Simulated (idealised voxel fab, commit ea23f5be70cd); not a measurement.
Process module under the name voxel transistor to metal
Square cell edge 5 nm, section width 140 nm, ID cut.
A cross-section in this document is a grid of square cells, and it is written down as bands, the top band listed before the ones below it; a band is made up of one or more rows of cells.
First you get the band's top height and its bottom height, in nm, and then the materials it's made of, left to right, with each width in nm. If you see a single material with "everywhere", that one covers the band edge to edge. "empty" is empty space.
Measure heights from 0. That's the level where, below it, the as-received wafer is all one material. The lowest band is bottomless and extends downward; write it as in "z 0 and below".
Width spec "30->40" -> top row of cells at first value, bottom row at second value, equal per-row change in between.
The designation "no change occurred", where it is given for a processing step, indicates that no cell of the cross-section was altered in the course of that step.
"Tabulated closed voids" lists enclosed empty spaces (at least 8 cells, no open path upward to the top), each as width x height at distance from the left edge, in nm.
Note: text after step settings on the step line = simulator remark on that step.
If you see "overlay nm" on a step's line and that step has a mask, it's telling you how far right of where it was planned the mask ended up; a negative number means it went left instead.
Note on reading: below, each pair holds a cross-section from before one process step and one from after it; the one from after shows only down to the lowest band that changed. Beneath the pair, the step in between is stated along with its settings. The pairs can stem from different runs of this module on the same starting wafer. Where a pair's entry headed "Pre-step geometry" says so, and only there, that pair continues from the pair above it.

[Pre-step geometry]
	z 50 to 40 | SiO2 (25)  TiN (5)  W (20->15)  TiN (5->10)  SiO2 (25)  TiN (5->10)  W (20->15)  TiN (5)  SiO2 (30)
	z 40 to 35 | SiO2 (25)  TiN (25)  SiN (5)  SiO2 (5)  SiCN (15)  SiO2 (5)  SiN (5)  TiN (25)  SiO2 (30)
	z 35 to 25 | nSi (50)  SiN (5)  SiO2 (5)  SiCN (15)  SiO2 (5)  SiN (5)  nSi (55)
	z 25 to 5 | nSi (50)  SiN (5)  SiO2 (5)  polySi (15)  SiO2 (5)  SiN (5)  nSi (55)
	z 5 to 0 | nSi (20)  SiN (5)  nSi (25)  SiN (5)  SiO2 (5)  polySi (15)  SiO2 (5)  SiN (5)  nSi (25)  SiN (5)  nSi (25)
	z 0 to -5 | SiO2 (25)  nSi (25)  SiO2 (35)  nSi (25)  SiO2 (30)
	z -5 to -20 | SiO2 (20)  Si (5)  nSi (25)  Si (35)  nSi (25)  Si (5)  SiO2 (25)
	z -20 to -35 | SiO2 (20)  Si (95)  SiO2 (25)
	z -35 and below | Si everywhere
	Tabulated closed voids: none

[Section, Post-Step]
	z 55 to 50 | TiN everywhere
	Below 50 it's all the same as before, nothing changed down there.
	Tabulated closed voids: none
What process step lies between the two cross-sections above? DIRECTIONAL_DEP with material TiN, thk nm 5

Pre-step geometry: starting point is the after cross-section of the pair just above.

[Section, Post-Step]
	z 75 to 55 | Ru everywhere
	Below 55 it's all the same as before, nothing changed down there.
	Tabulated closed voids: none
What process step lies between the two cross-sections above? DIRECTIONAL_DEP with material Ru, thk nm 20

Pre-step geometry: starting point is the after cross-section of the pair just above.

[Section, Post-Step]
	z 90 to 75 | aC everywhere
	Below 75 it's all the same as before, nothing changed down there.
	Tabulated closed voids: none
What process step lies between the two cross-sections above? DIRECTIONAL_DEP with material aC, thk nm 15

Pre-step geometry: starting point is the after cross-section of the pair just above.

[Section, Post-Step]
	z 120 to 90 | empty (25)  resist (20)  empty (45)  resist (20)  empty (30)
	Below 90 it's all the same as before, nothing changed down there.
	Tabulated closed voids: none
What process step lies between the two cross-sections above? PATTERN with tone cover, mask id METAL_1, material resist, width nm 20, pitch nm 65, thk nm 30, overlay nm 0

Pre-step geometry: starting point is the after cross-section of the pair just above.

[Section, Post-Step]
	z 105 to 90 | empty (25)  resist (20)  empty (45)  resist (20)  empty (30)
	z 90 to 75 | empty (25)  aC (20)  empty (45)  aC (20)  empty (30)
	Below 75 it's all the same as before, nothing changed down there.
	Tabulated closed voids: none
What process step lies between the two cross-sections above? DIRECTIONAL_ETCH with etch materials aC, depth nm 15

Pre-step geometry: starting point is the after cross-section of the pair just above.

[Section, Post-Step]
	z 90 to 75 | empty (25)  aC (20)  empty (45)  aC (20)  empty (30)
	Below 75 it's all the same as before, nothing changed down there.
	Tabulated closed voids: none
What process step lies between the two cross-sections above? STRIP with etch materials resist

Pre-step geometry: starting point is the after cross-section of the pair just above.

[Section, Post-Step]
	z 90 to 75 | empty (25)  aC (20)  empty (45)  aC (20)  empty (30)
	z 75 to 55 | empty (25)  Ru (20)  empty (45)  Ru (20)  empty (30)
	Below 55 it's all the same as before, nothing changed down there.
	Tabulated closed voids: none
What process step lies between the two cross-sections above? DIRECTIONAL_ETCH with etch materials Ru, depth nm 20

Pre-step geometry: starting point is the after cross-section of the pair just above.

[Section, Post-Step]
	z 90 to 75 | empty (25)  aC (20)  empty (45)  aC (20)  empty (30)
	z 75 to 55 | empty (25)  Ru (20)  empty (45)  Ru (20)  empty (30)
	z 55 to 50 | empty (25)  TiN (20)  empty (45)  TiN (20)  empty (30)
	Below 50 it's all the same as before, nothing changed down there.
	Tabulated closed voids: none
What process step lies between the two cross-sections above? DIRECTIONAL_ETCH with etch materials TiN, depth nm 5

Pre-step geometry: starting point is the after cross-section of the pair just above.

[Section, Post-Step]
	z 75 to 55 | empty (25)  Ru (20)  empty (45)  Ru (20)  empty (30)
	Below 55 it's all the same as before, nothing changed down there.
	Tabulated closed voids: none
What process step lies between the two cross-sections above? STRIP with etch materials aC

Pre-step geometry: starting point is the after cross-section of the pair just above.

[Section, Post-Step]
	z 80 to 75 | empty (20)  SiCN (30)  empty (35)  SiCN (30)  empty (25)
	z 75 to 55 | empty (20)  SiCN (5)  Ru (20)  SiCN (5)  empty (35)  SiCN (5)  Ru (20)  SiCN (5)  empty (25)
	z 55 to 50 | SiCN (25)  TiN (20)  SiCN (45)  TiN (20)  SiCN (30)
	Below 50 it's all the same as before, nothing changed down there.
	Tabulated closed voids: none
What process step lies between the two cross-sections above? CONFORMAL_DEP with material SiCN, thk nm 5

Pre-step geometry: starting point is the after cross-section of the pair just above.

[Section, Post-Step]
	z 90 to 80 | SiO2 everywhere
	z 80 to 75 | SiO2 (20)  SiCN (30)  SiO2 (35)  SiCN (30)  SiO2 (25)
	z 75 to 55 | SiO2 (20)  SiCN (5)  Ru (20)  SiCN (5)  SiO2 (35)  SiCN (5)  Ru (20)  SiCN (5)  SiO2 (25)
	Below 55 it's all the same as before, nothing changed down there.
	Tabulated closed voids: none
What process step lies between the two cross-sections above? FILL_DEP with material SiO2, thk nm 10

Pre-step geometry: starting point is the after cross-section of the pair just above.

[Section, Post-Step]
	z 75 to 55 | SiO2 (20)  SiCN (5)  Ru (20)  SiCN (5)  SiO2 (35)  SiCN (5)  Ru (20)  SiCN (5)  SiO2 (25)
	Below 55 it's all the same as before, nothing changed down there.
	Tabulated closed voids: none
What process step lies between the two cross-sections above? CMP with height nm 75

Pre-step geometry: starting point is the after cross-section of the pair just above.

[Section, Post-Step]
	z 80 to 75 | SiN everywhere
	Below 75 it's all the same as before, nothing changed down there.
	Tabulated closed voids: none
What process step lies between the two cross-sections above? CONFORMAL_DEP with material SiN, thk nm 5

[Pre-step geometry]
	z 50 to 40 | SiO2 (25)  TiN (5)  W (20->15)  TiN (5->10)  SiO2 (25)  TiN (5->10)  W (20->15)  TiN (5)  SiO2 (30)
	z 40 to 25 | SiO2 (25)  TiN (5)  W (15)  TiN (5)  SiN (5)  SiO2 (5)  SiCN (15)  SiO2 (5)  SiN (5)  TiN (5)  W (15)  TiN (5)  SiO2 (30)
	z 25 to 20 | SiO2 (25)  TiN (5)  W (15)  TiN (5)  SiN (5)  SiO2 (5)  polySi (15)  SiO2 (5)  SiN (5)  TiN (5)  W (15)  TiN (5)  SiO2 (30)
	z 20 to 15 | SiO2 (25)  TiN (25)  SiN (5)  SiO2 (5)  polySi (15)  SiO2 (5)  SiN (5)  TiN (25)  SiO2 (30)
	z 15 to 5 | SiO2 (15)  nSi (35)  SiN (5)  SiO2 (5)  polySi (15)  SiO2 (5)  SiN (5)  nSi (35)  SiO2 (20)
	z 5 to 0 | SiO2 (15)  nSi (5)  SiN (5)  nSi (25)  SiN (5)  SiO2 (5)  polySi (15)  SiO2 (5)  SiN (5)  nSi (25)  SiN (5)  nSi (5)  SiO2 (20)
	z 0 to -5 | SiO2 (25)  nSi (25)  SiO2 (35)  nSi (25)  SiO2 (30)
	z -5 to -20 | SiO2 (20)  Si (5)  nSi (25)  Si (35)  nSi (25)  Si (5)  SiO2 (25)
	z -20 to -35 | SiO2 (20)  Si (95)  SiO2 (25)
	z -35 and below | Si everywhere
	Tabulated closed voids: none

[Section, Post-Step]
	z 70 to 50 | Ru everywhere
	Below 50 it's all the same as before, nothing changed down there.
	Tabulated closed voids: none
What process step lies between the two cross-sections above? DIRECTIONAL_DEP with material Ru, thk nm 20

Pre-step geometry: starting point is the after cross-section of the pair just above.

[Section, Post-Step]
	z 75 to 70 | TiN everywhere
	Below 70 it's all the same as before, nothing changed down there.
	Tabulated closed voids: none
What process step lies between the two cross-sections above? DIRECTIONAL_DEP with material TiN, thk nm 5

Pre-step geometry: starting point is the after cross-section of the pair just above.

[Section, Post-Step]
	z 90 to 75 | aC everywhere
	Below 75 it's all the same as before, nothing changed down there.
	Tabulated closed voids: none
What process step lies between the two cross-sections above? DIRECTIONAL_DEP with material aC, thk nm 15

Pre-step geometry: starting point is the after cross-section of the pair just above.

[Section, Post-Step]
	z 120 to 90 | empty (25)  resist (20)  empty (45)  resist (20)  empty (30)
	Below 90 it's all the same as before, nothing changed down there.
	Tabulated closed voids: none
What process step lies between the two cross-sections above? PATTERN with tone cover, mask id METAL_1, material resist, width nm 20, pitch nm 65, thk nm 30, overlay nm 0

Pre-step geometry: starting point is the after cross-section of the pair just above.

[Section, Post-Step]
	z 105 to 90 | empty (25)  resist (20)  empty (45)  resist (20)  empty (30)
	z 90 to 75 | empty (25)  aC (20)  empty (45)  aC (20)  empty (30)
	Below 75 it's all the same as before, nothing changed down there.
	Tabulated closed voids: none
What process step lies between the two cross-sections above? DIRECTIONAL_ETCH with etch materials aC, depth nm 15

Pre-step geometry: starting point is the after cross-section of the pair just above.

[Section, Post-Step]
	z 90 to 75 | empty (25)  aC (20)  empty (45)  aC (20)  empty (30)
	Below 75 it's all the same as before, nothing changed down there.
	Tabulated closed voids: none
What process step lies between the two cross-sections above? STRIP with etch materials resist

Pre-step geometry: starting point is the after cross-section of the pair just above.

[Section, Post-Step]
	z 90 to 75 | empty (25)  aC (20)  empty (45)  aC (20)  empty (30)
	z 75 to 70 | empty (25)  TiN (20)  empty (45)  TiN (20)  empty (30)
	Below 70 it's all the same as before, nothing changed down there.
	Tabulated closed voids: none
What process step lies between the two cross-sections above? DIRECTIONAL_ETCH with etch materials TiN, depth nm 5

Pre-step geometry: starting point is the after cross-section of the pair just above.

[Section, Post-Step]
	z 75 to 70 | empty (25)  TiN (20)  empty (45)  TiN (20)  empty (30)
	Below 70 it's all the same as before, nothing changed down there.
	Tabulated closed voids: none
What process step lies between the two cross-sections above? STRIP with etch materials aC

Pre-step geometry: starting point is the after cross-section of the pair just above.

[Section, Post-Step]
	z 80 to 75 | empty (20)  SiCN (30)  empty (35)  SiCN (30)  empty (25)
	z 75 to 70 | SiCN (25)  TiN (20)  SiCN (45)  TiN (20)  SiCN (30)
	Below 70 it's all the same as before, nothing changed down there.
	Tabulated closed voids: none
What process step lies between the two cross-sections above? CONFORMAL_DEP with material SiCN, thk nm 5

Pre-step geometry: starting point is the after cross-section of the pair just above.

[Section, Post-Step]
	z 90 to 80 | SiO2 everywhere
	z 80 to 75 | SiO2 (20)  SiCN (30)  SiO2 (35)  SiCN (30)  SiO2 (25)
	Below 75 it's all the same as before, nothing changed down there.
	Tabulated closed voids: none
What process step lies between the two cross-sections above? FILL_DEP with material SiO2, thk nm 10

Pre-step geometry: starting point is the after cross-section of the pair just above.

[Section, Post-Step]
	z 75 to 70 | SiCN (25)  TiN (20)  SiCN (45)  TiN (20)  SiCN (30)
	Below 70 it's all the same as before, nothing changed down there.
	Tabulated closed voids: none
What process step lies between the two cross-sections above? CMP with height nm 75

Pre-step geometry: starting point is the after cross-section of the pair just above.

[Section, Post-Step]
	z 80 to 75 | SiN everywhere
	Below 75 it's all the same as before, nothing changed down there.
	Tabulated closed voids: none
What process step lies between the two cross-sections above? CONFORMAL_DEP with material SiN, thk nm 5

[Pre-step geometry]
	z 40 to 25 | SiO2 (50)  SiN (5)  SiO2 (5)  SiCN (15)  SiO2 (5)  SiN (5)  SiO2 (55)
	z 25 to 15 | SiO2 (50)  SiN (5)  SiO2 (5)  polySi (15)  SiO2 (5)  SiN (5)  SiO2 (55)
	z 15 to 5 | SiO2 (15)  nSi (35)  SiN (5)  SiO2 (5)  polySi (15)  SiO2 (5)  SiN (5)  nSi (35)  SiO2 (20)
	z 5 to 0 | SiO2 (15)  nSi (5)  SiN (5)  nSi (25)  SiN (5)  SiO2 (5)  polySi (15)  SiO2 (5)  SiN (5)  nSi (25)  SiN (5)  nSi (5)  SiO2 (20)
	z 0 to -5 | SiO2 (25)  nSi (25)  SiO2 (35)  nSi (25)  SiO2 (30)
	z -5 to -20 | SiO2 (20)  Si (5)  nSi (25)  Si (35)  nSi (25)  Si (5)  SiO2 (25)
	z -20 to -35 | SiO2 (20)  Si (95)  SiO2 (25)
	z -35 and below | Si everywhere
	Tabulated closed voids: none

[Section, Post-Step]
	z 45 to 40 | SiO2 everywhere
	Below 40 it's all the same as before, nothing changed down there.
	Tabulated closed voids: none
What process step lies between the two cross-sections above? DIRECTIONAL_DEP with material SiO2, thk nm 5

Pre-step geometry: starting point is the after cross-section of the pair just above.

[Section, Post-Step]
	z 45 to 40 | SiO2 (25)  empty (30)  SiO2 (25)  empty (30)  SiO2 (30)
	z 40 to 25 | SiO2 (25)  empty (25)  SiN (5)  SiO2 (5)  SiCN (15)  SiO2 (5)  SiN (5)  empty (25)  SiO2 (30)
	z 25 to 15 | SiO2 (25)  empty (25)  SiN (5)  SiO2 (5)  polySi (15)  SiO2 (5)  SiN (5)  empty (25)  SiO2 (30)
	Below 15 it's all the same as before, nothing changed down there.
	Tabulated closed voids: none
What process step lies between the two cross-sections above? MASKED_ETCH with tone open, mask id CONTACT, width nm 30, pitch nm 55, etch materials SiO2, depth nm 35, overlay nm 0

Pre-step geometry: starting point is the after cross-section of the pair just above.

[Section, Post-Step]
	z 50 to 45 | TiN (30)  empty (20)  TiN (35)  empty (20)  TiN (35)
	z 45 to 40 | SiO2 (25)  TiN (5)  empty (15)  TiN (10)  SiO2 (25)  TiN (10)  empty (15)  TiN (5)  SiO2 (30)
	z 40 to 25 | SiO2 (25)  TiN (5)  empty (15)  TiN (5)  SiN (5)  SiO2 (5)  SiCN (15)  SiO2 (5)  SiN (5)  TiN (5)  empty (15)  TiN (5)  SiO2 (30)
	z 25 to 20 | SiO2 (25)  TiN (5)  empty (15)  TiN (5)  SiN (5)  SiO2 (5)  polySi (15)  SiO2 (5)  SiN (5)  TiN (5)  empty (15)  TiN (5)  SiO2 (30)
	z 20 to 15 | SiO2 (25)  TiN (25)  SiN (5)  SiO2 (5)  polySi (15)  SiO2 (5)  SiN (5)  TiN (25)  SiO2 (30)
	Below 15 it's all the same as before, nothing changed down there.
	Tabulated closed voids: none
What process step lies between the two cross-sections above? CONFORMAL_DEP with material TiN, thk nm 5

Pre-step geometry: starting point is the after cross-section of the pair just above.

[Section, Post-Step]
	z 60 to 50 | W everywhere
	z 50 to 45 | TiN (30)  W (20)  TiN (35)  W (20)  TiN (35)
	z 45 to 40 | SiO2 (25)  TiN (5)  W (15)  TiN (10)  SiO2 (25)  TiN (10)  W (15)  TiN (5)  SiO2 (30)
	z 40 to 25 | SiO2 (25)  TiN (5)  W (15)  TiN (5)  SiN (5)  SiO2 (5)  SiCN (15)  SiO2 (5)  SiN (5)  TiN (5)  W (15)  TiN (5)  SiO2 (30)
	z 25 to 20 | SiO2 (25)  TiN (5)  W (15)  TiN (5)  SiN (5)  SiO2 (5)  polySi (15)  SiO2 (5)  SiN (5)  TiN (5)  W (15)  TiN (5)  SiO2 (30)
	Below 20 it's all the same as before, nothing changed down there.
	Tabulated closed voids: none
What process step lies between the two cross-sections above? FILL_DEP with material W, thk nm 10

Pre-step geometry: starting point is the after cross-section of the pair just above.

[Section, Post-Step]
	z 50 to 45 | TiN (30)  W (20)  TiN (35)  W (20)  TiN (35)
	Below 45 it's all the same as before, nothing changed down there.
	Tabulated closed voids: none
What process step lies between the two cross-sections above? CMP with height nm 50

Pre-step geometry: starting point is the after cross-section of the pair just above.

[Section, Post-Step]
	z 55 to 50 | TiN everywhere
	Below 50 it's all the same as before, nothing changed down there.
	Tabulated closed voids: none
What process step lies between the two cross-sections above? DIRECTIONAL_DEP with material TiN, thk nm 5

Pre-step geometry: starting point is the after cross-section of the pair just above.

[Section, Post-Step]
	z 75 to 55 | Ru everywhere
	Below 55 it's all the same as before, nothing changed down there.
	Tabulated closed voids: none
What process step lies between the two cross-sections above? DIRECTIONAL_DEP with material Ru, thk nm 20

Pre-step geometry: starting point is the after cross-section of the pair just above.

[Section, Post-Step]
	z 90 to 75 | aC everywhere
	Below 75 it's all the same as before, nothing changed down there.
	Tabulated closed voids: none
What process step lies between the two cross-sections above? DIRECTIONAL_DEP with material aC, thk nm 15

Pre-step geometry: starting point is the after cross-section of the pair just above.

[Section, Post-Step]
	z 120 to 90 | empty (25)  resist (20)  empty (45)  resist (20)  empty (30)
	Below 90 it's all the same as before, nothing changed down there.
	Tabulated closed voids: none
What process step lies between the two cross-sections above? PATTERN with tone cover, mask id METAL_1, material resist, width nm 20, pitch nm 65, thk nm 30, overlay nm 0

Pre-step geometry: starting point is the after cross-section of the pair just above.

[Section, Post-Step]
	z 105 to 90 | empty (25)  resist (20)  empty (45)  resist (20)  empty (30)
	z 90 to 75 | empty (25)  aC (20)  empty (45)  aC (20)  empty (30)
	Below 75 it's all the same as before, nothing changed down there.
	Tabulated closed voids: none
What process step lies between the two cross-sections above? DIRECTIONAL_ETCH with etch materials aC, depth nm 15

Pre-step geometry: starting point is the after cross-section of the pair just above.

[Section, Post-Step]
	z 90 to 75 | empty (25)  aC (20)  empty (45)  aC (20)  empty (30)
	Below 75 it's all the same as before, nothing changed down there.
	Tabulated closed voids: none
What process step lies between the two cross-sections above? STRIP with etch materials resist

Pre-step geometry: starting point is the after cross-section of the pair just above.

[Section, Post-Step]
	z 90 to 75 | empty (25)  aC (20)  empty (45)  aC (20)  empty (30)
	z 75 to 55 | empty (25)  Ru (20)  empty (45)  Ru (20)  empty (30)
	Below 55 it's all the same as before, nothing changed down there.
	Tabulated closed voids: none
What process step lies between the two cross-sections above? DIRECTIONAL_ETCH with etch materials Ru, depth nm 20

Pre-step geometry: starting point is the after cross-section of the pair just above.

[Section, Post-Step]
	z 90 to 75 | empty (25)  aC (20)  empty (45)  aC (20)  empty (30)
	z 75 to 55 | empty (25)  Ru (20)  empty (45)  Ru (20)  empty (30)
	z 55 to 50 | empty (25)  TiN (20)  empty (45)  TiN (20)  empty (30)
	Below 50 it's all the same as before, nothing changed down there.
	Tabulated closed voids: none
What process step lies between the two cross-sections above? DIRECTIONAL_ETCH with etch materials TiN, depth nm 5

Pre-step geometry: starting point is the after cross-section of the pair just above.

[Section, Post-Step]
	z 75 to 55 | empty (25)  Ru (20)  empty (45)  Ru (20)  empty (30)
	Below 55 it's all the same as before, nothing changed down there.
	Tabulated closed voids: none
What process step lies between the two cross-sections above? STRIP with etch materials aC

Pre-step geometry: starting point is the after cross-section of the pair just above.

[Section, Post-Step]
	z 80 to 75 | empty (20)  SiCN (30)  empty (35)  SiCN (30)  empty (25)
	z 75 to 55 | empty (20)  SiCN (5)  Ru (20)  SiCN (5)  empty (35)  SiCN (5)  Ru (20)  SiCN (5)  empty (25)
	z 55 to 50 | SiCN (25)  TiN (20)  SiCN (45)  TiN (20)  SiCN (30)
	Below 50 it's all the same as before, nothing changed down there.
	Tabulated closed voids: none
What process step lies between the two cross-sections above? CONFORMAL_DEP with material SiCN, thk nm 5

Pre-step geometry: starting point is the after cross-section of the pair just above.

[Section, Post-Step]
	z 90 to 80 | SiO2 everywhere
	z 80 to 75 | SiO2 (20)  SiCN (30)  SiO2 (35)  SiCN (30)  SiO2 (25)
	z 75 to 55 | SiO2 (20)  SiCN (5)  Ru (20)  SiCN (5)  SiO2 (35)  SiCN (5)  Ru (20)  SiCN (5)  SiO2 (25)
	Below 55 it's all the same as before, nothing changed down there.
	Tabulated closed voids: none
What process step lies between the two cross-sections above? FILL_DEP with material SiO2, thk nm 10

Pre-step geometry: starting point is the after cross-section of the pair just above.

[Section, Post-Step]
	z 75 to 55 | SiO2 (20)  SiCN (5)  Ru (20)  SiCN (5)  SiO2 (35)  SiCN (5)  Ru (20)  SiCN (5)  SiO2 (25)
	Below 55 it's all the same as before, nothing changed down there.
	Tabulated closed voids: none
What process step lies between the two cross-sections above? CMP with height nm 75

Pre-step geometry: starting point is the after cross-section of the pair just above.

[Section, Post-Step]
	z 80 to 75 | SiN everywhere
	Below 75 it's all the same as before, nothing changed down there.
	Tabulated closed voids: none
What process step lies between the two cross-sections above? CONFORMAL_DEP with material SiN, thk nm 5

[Pre-step geometry]
	z 15 to 5 | SiN everywhere
	z 5 to 0 | SiO2 everywhere
	z 0 and below | Si everywhere
	Tabulated closed voids: none

[Section, Post-Step]
	z 15 to 5 | empty (25)  SiN (85)  empty (30)
	Below 5 it's all the same as before, nothing changed down there.
	Tabulated closed voids: none
What process step lies between the two cross-sections above? MASKED_ETCH with tone cover, mask id ACTIVE, width nm 85, etch materials SiN, depth nm 10, overlay nm 0

Pre-step geometry: starting point is the after cross-section of the pair just above.

[Section, Post-Step]
	z 15 to 5 | empty (25)  SiN (85)  empty (30)
	z 5 to 0 | empty (20)  SiO2 (95)  empty (25)
	Below 0 it's all the same as before, nothing changed down there.
	Tabulated closed voids: none
What process step lies between the two cross-sections above? MASKED_ETCH with tone cover, mask id ACTIVE, width nm 95, etch materials SiO2, depth nm 5, overlay nm 0

Pre-step geometry: starting point is the after cross-section of the pair just above.

[Section, Post-Step]
	z 15 to 5 | empty (25)  SiN (85)  empty (30)
	z 5 to 0 | empty (20)  SiO2 (95)  empty (25)
	z 0 to -35 | empty (20)  Si (95)  empty (25)
	Below -35 it's all the same as before, nothing changed down there.
	Tabulated closed voids: none
What process step lies between the two cross-sections above? MASKED_ETCH with tone cover, mask id ACTIVE, width nm 95, etch materials Si, depth nm 35, overlay nm 0

Pre-step geometry: starting point is the after cross-section of the pair just above.

[Section, Post-Step]
	z 25 to 15 | SiO2 everywhere
	z 15 to 5 | SiO2 (25)  SiN (85)  SiO2 (30)
	z 5 to 0 | SiO2 everywhere
	z 0 to -35 | SiO2 (20)  Si (95)  SiO2 (25)
	Below -35 it's all the same as before, nothing changed down there.
	Tabulated closed voids: none
What process step lies between the two cross-sections above? FILL_DEP with material SiO2, thk nm 10

Pre-step geometry: starting point is the after cross-section of the pair just above.

[Section, Post-Step]
	z 15 to 5 | SiO2 (25)  SiN (85)  SiO2 (30)
	Below 5 it's all the same as before, nothing changed down there.
	Tabulated closed voids: none
What process step lies between the two cross-sections above? CMP with height nm 15

Pre-step geometry: starting point is the after cross-section of the pair just above.

[Section, Post-Step]
	z 15 to 10 | empty (25)  SiN (85)  empty (30)
	Below 10 it's all the same as before, nothing changed down there.
	Tabulated closed voids: none
What process step lies between the two cross-sections above? SELECTIVE_ETCH with etch materials SiO2, depth nm 5

Pre-step geometry: starting point is the after cross-section of the pair just above.

[Section, Post-Step]
	z 10 to 5 | SiO2 (25)  empty (85)  SiO2 (30)
	Below 5 it's all the same as before, nothing changed down there.
	Tabulated closed voids: none
What process step lies between the two cross-sections above? STRIP with etch materials SiN

Pre-step geometry: starting point is the after cross-section of the pair just above.

[Section, Post-Step]
	z 5 to 0 | SiO2 (20)  empty (95)  SiO2 (25)
	Below 0 it's all the same as before, nothing changed down there.
	Tabulated closed voids: none
What process step lies between the two cross-sections above? SELECTIVE_ETCH with etch materials SiO2, depth nm 5

Pre-step geometry: starting point is the after cross-section of the pair just above.

[Section, Post-Step]
	z 5 to 0 | SiO2 (20)  empty (95)  SiO2 (25)
	z 0 to -5 | SiO2 everywhere
	Below -5 it's all the same as before, nothing changed down there.
	Tabulated closed voids: none
What process step lies between the two cross-sections above? OXIDIZE with depth nm 5

Pre-step geometry: starting point is the after cross-section of the pair just above.

[Section, Post-Step]
	z 30 to 25 | polySi (20)  empty (95)  polySi (25)
	z 25 to 5 | polySi everywhere
	z 5 to 0 | SiO2 (20)  polySi (95)  SiO2 (25)
	Below 0 it's all the same as before, nothing changed down there.
	Tabulated closed voids: none
What process step lies between the two cross-sections above? DIRECTIONAL_DEP with material polySi, thk nm 25

Pre-step geometry: starting point is the after cross-section of the pair just above.

[Section, Post-Step]
	z 45 to 40 | SiCN (20)  empty (95)  SiCN (25)
	z 40 to 30 | SiCN everywhere
	z 30 to 25 | polySi (20)  SiCN (95)  polySi (25)
	Below 25 it's all the same as before, nothing changed down there.
	Tabulated closed voids: none
What process step lies between the two cross-sections above? DIRECTIONAL_DEP with material SiCN, thk nm 15

Pre-step geometry: starting point is the after cross-section of the pair just above.

[Section, Post-Step]
	z 55 to 50 | aC (20)  empty (95)  aC (25)
	z 50 to 45 | aC everywhere
	z 45 to 40 | SiCN (20)  aC (95)  SiCN (25)
	Below 40 it's all the same as before, nothing changed down there.
	Tabulated closed voids: none
What process step lies between the two cross-sections above? DIRECTIONAL_DEP with material aC, thk nm 10

Pre-step geometry: starting point is the after cross-section of the pair just above.

[Section, Post-Step]
	z 80 to 55 | empty (60)  resist (15)  empty (65)
	z 55 to 50 | aC (20)  empty (40)  resist (15)  empty (40)  aC (25)
	Below 50 it's all the same as before, nothing changed down there.
	Tabulated closed voids: none
What process step lies between the two cross-sections above? PATTERN with tone cover, mask id GATE, material resist, width nm 15, thk nm 25, overlay nm 0

Pre-step geometry: starting point is the after cross-section of the pair just above.

[Section, Post-Step]
	z 70 to 50 | empty (60)  resist (15)  empty (65)
	z 50 to 45 | empty (60)  aC (15)  empty (65)
	z 45 to 40 | SiCN (20)  empty (40)  aC (15)  empty (40)  SiCN (25)
	Below 40 it's all the same as before, nothing changed down there.
	Tabulated closed voids: none
What process step lies between the two cross-sections above? DIRECTIONAL_ETCH with etch materials aC, depth nm 10

Pre-step geometry: starting point is the after cross-section of the pair just above.

[Section, Post-Step]
	z 50 to 45 | empty (60)  aC (15)  empty (65)
	Below 45 it's all the same as before, nothing changed down there.
	Tabulated closed voids: none
What process step lies between the two cross-sections above? STRIP with etch materials resist

Pre-step geometry: starting point is the after cross-section of the pair just above.

[Section, Post-Step]
	z 50 to 40 | empty (60)  aC (15)  empty (65)
	z 40 to 30 | empty (60)  SiCN (15)  empty (65)
	z 30 to 25 | polySi (20)  empty (40)  SiCN (15)  empty (40)  polySi (25)
	Below 25 it's all the same as before, nothing changed down there.
	Tabulated closed voids: none
What process step lies between the two cross-sections above? DIRECTIONAL_ETCH with etch materials SiCN, depth nm 25

Pre-step geometry: starting point is the after cross-section of the pair just above.

[Section, Post-Step]
	z 50 to 40 | empty (60)  aC (15)  empty (65)
	z 40 to 25 | empty (60)  SiCN (15)  empty (65)
	z 25 to 5 | empty (60)  polySi (15)  empty (65)
	z 5 to 0 | SiO2 (20)  empty (40)  polySi (15)  empty (40)  SiO2 (25)
	Below 0 it's all the same as before, nothing changed down there.
	Tabulated closed voids: none
What process step lies between the two cross-sections above? DIRECTIONAL_ETCH with etch materials polySi, depth nm 35

Pre-step geometry: starting point is the after cross-section of the pair just above.

[Section, Post-Step]
	z 40 to 25 | empty (60)  SiCN (15)  empty (65)
	Below 25 it's all the same as before, nothing changed down there.
	Tabulated closed voids: none
What process step lies between the two cross-sections above? STRIP with etch materials aC

Pre-step geometry: starting point is the after cross-section of the pair just above.

[Section, Post-Step]
	z 45 to 40 | empty (55)  SiO2 (25)  empty (60)
	z 40 to 25 | empty (55)  SiO2 (5)  SiCN (15)  SiO2 (5)  empty (60)
	z 25 to 10 | empty (55)  SiO2 (5)  polySi (15)  SiO2 (5)  empty (60)
	z 10 to 5 | SiO2 (25)  empty (30)  SiO2 (5)  polySi (15)  SiO2 (5)  empty (30)  SiO2 (30)
	z 5 to 0 | SiO2 (60)  polySi (15)  SiO2 (65)
	Below 0 it's all the same as before, nothing changed down there.
	Tabulated closed voids: none
What process step lies between the two cross-sections above? CONFORMAL_DEP with material SiO2, thk nm 5

Pre-step geometry: starting point is the after cross-section of the pair just above.

[Section, Post-Step]
	z 40 to 25 | empty (55)  SiO2 (5)  SiCN (15)  SiO2 (5)  empty (60)
	z 25 to 5 | empty (55)  SiO2 (5)  polySi (15)  SiO2 (5)  empty (60)
	z 5 to 0 | SiO2 (25)  empty (30)  SiO2 (5)  polySi (15)  SiO2 (5)  empty (30)  SiO2 (30)
	Below 0 it's all the same as before, nothing changed down there.
	Tabulated closed voids: none
What process step lies between the two cross-sections above? DIRECTIONAL_ETCH with etch materials SiO2, depth nm 5

Pre-step geometry: starting point is the after cross-section of the pair just above.

[Section, Post-Step]
	z 45 to 40 | empty (50)  SiN (35)  empty (55)
	z 40 to 25 | empty (50)  SiN (5)  SiO2 (5)  SiCN (15)  SiO2 (5)  SiN (5)  empty (55)
	z 25 to 10 | empty (50)  SiN (5)  SiO2 (5)  polySi (15)  SiO2 (5)  SiN (5)  empty (55)
	z 10 to 5 | SiN (30)  empty (20)  SiN (5)  SiO2 (5)  polySi (15)  SiO2 (5)  SiN (5)  empty (20)  SiN (35)
	z 5 to 0 | SiO2 (25)  SiN (30)  SiO2 (5)  polySi (15)  SiO2 (5)  SiN (30)  SiO2 (30)
	Below 0 it's all the same as before, nothing changed down there.
	Tabulated closed voids: none
What process step lies between the two cross-sections above? CONFORMAL_DEP with material SiN, thk nm 5
